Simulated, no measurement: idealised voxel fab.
This section sets out a process module, namely voxel fin reveal.
Square cells of 5 nm make up the cross-section cut, whose width is 190 nm.
Just so we're on the same page, the cross-sections are grids of square cells, and they're listed out in bands top to bottom, each band one or more rows deep.
For a band, the entry starts with two heights in nm, that of the top and then that of the bottom, and carries on with the band's materials in order from left to right, each alongside its width in nm; the word "edge to edge" beside a single material means it fills the band edge to edge, and "blank" means empty space.
Where do heights start? At 0: under that level the wafer as delivered is made of one material only. And the lowest band has no floor; it just carries on downward, as in "0..down".
So if you see something like "30..40" for the width, read it as the top row of the band sitting at the first number and the bottom row at the second, with every row in between moving by the same amount as the last.
It should be understood that the words "nothing different", when stated for a given step, signify that the cross-section underwent no change in any of its cells during that step.
The label "Closed-off voids" introduces a list of the empty spaces, 8 cells or larger, that have no open way up to the top; each entry in it reads width x height at distance, where the distance is taken from the left edge and all three are stated in nm.
Note: text after step settings on the step line = simulator remark on that step.
Each step line may optionally specify "overlay nm", which for a step with a mask gives the rightward distance between the mask's planned place and where it lay, a negative value indicating the leftward direction.
The process steps that were planned are listed below
1: RECEIVE (material Si)
2: CONFORMAL_DEP (material SiN; thk nm 5)
3: MASKED_ETCH (tone cover; mask id FINS; width nm 15; pitch nm 40; etch materials SiN; depth nm 5; overlay nm 0)
4: MASKED_ETCH (tone cover; mask id FINS; width nm 15; pitch nm 40; etch materials Si; depth nm 35; overlay nm -10)
5: OXIDIZE (depth nm 5)
6: FILL_DEP (material SiO2; thk nm 15)
7: CMP (height nm 5)
8: SELECTIVE_ETCH (etch materials SiO2; depth nm 15)
9: STRIP (etch materials SiN)
Variable across wafers: step 4 overlay nm (plan value is that of the first wafer; starting state common to all).
Cross-section: the first of several wafers in its as-received state, i.e. following step 1
> 0..down = Si edge to edge
> Closed-off voids: none
Tabulated below, wafer by wafer, are the end-of-module results: for each material, the number of cells gained (+) or lost (-) relative to the as-received state, followed by the closed voids
overlay nm -10 | -216 Si | +156 SiO2 | Closed-off voids: none
overlay nm -5 | -244 Si | +180 SiO2 | Closed-off voids: none
overlay nm 0 | -272 Si | +204 SiO2 | Closed-off voids: none
overlay nm 5 | -244 Si | +180 SiO2 | Closed-off voids: none
overlay nm 10 | -216 Si | +156 SiO2 | Closed-off voids: none
overlay nm 15 | -188 Si | +132 SiO2 | Closed-off voids: none
